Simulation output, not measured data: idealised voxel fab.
The process module presented herein is designated voxel spacer lines.
Cross-section cut: width 205 nm, square cells of 5 nm.
Reading order for cross-sections: top band down to bottom band. Underlying form: a grid of square cells. Band size: one or more rows of cells.
What a band's entry tells you: where the top is and where the bottom is, as heights in nm, and after that what lies inside, material by material from left to right, each with its width in nm. Empty space is written as the word "air", and a single material marked with the word "all across" occupies the band from edge to edge.
Height datum 0, below which the as-received substrate wafer is one material. Lowest band open at the bottom, running downward: "0 -> down".
Top row gets the first number, bottom row gets the second, and each row in between changes by the same step: that is how a band width like "30..40" works.
The cross-section has no changed cell in any step marked "all unchanged".
"Catalogued sealed voids" contains a list of empty spaces, each no smaller than 8 cells and without an open way to the top, written in the form width x height at distance with the distance from the left edge and all three in nm.
Text after the settings on a step's line: the simulator's own remark on that step.
Regarding "overlay nm": on a step with a mask, it is the distance the mask lay to the right of its planned place; a negative value places it to the left.

[This section lists the process steps that were planned]
1,RECEIVE (material Si)
2,CONFORMAL_DEP (material Al2O3; thk nm 10)
3,DIRECTIONAL_DEP (material polySi; thk nm 20)
4,DIRECTIONAL_DEP (material aC; thk nm 25)
5,PATTERN (tone cover; mask id MANDREL; material resist; width nm 15; pitch nm 60; thk nm 35; overlay nm 0)
6,DIRECTIONAL_ETCH (etch materials aC; depth nm 25)
7,STRIP (etch materials resist)
8,CONFORMAL_DEP (material SiN; thk nm 15)
9,DIRECTIONAL_ETCH (etch materials SiN; depth nm 15)
10,STRIP (etch materials aC)
11,DIRECTIONAL_ETCH (etch materials polySi; depth nm 20)
12,STRIP (etch materials SiN)
13,FILL_DEP (material SiO2; thk nm 10)
14,CMP (height nm 30)
The wafers are alike at the start. At step 5, their width nm differs. The plan lists the first wafer's value.

[Sectional view: first of several wafers, as received, after step 1]
  0 -> down = Si all across
  Catalogued sealed voids: none

[The table below has one row for each wafer; a row shows, as of the end of the module, how many cells of each material the wafer has gained, marked (+), or lost, marked (-), since it was received, and then the wafer's closed voids]
width nm 15; +82 Al2O3; +116 SiO2; +48 polySi; Catalogued sealed voids: none
width nm 20; +82 Al2O3; +116 SiO2; +48 polySi; Catalogued sealed voids: none
width nm 25; +82 Al2O3; +116 SiO2; +48 polySi; Catalogued sealed voids: none
width nm 30; +82 Al2O3; +116 SiO2; +48 polySi; Catalogued sealed voids: none
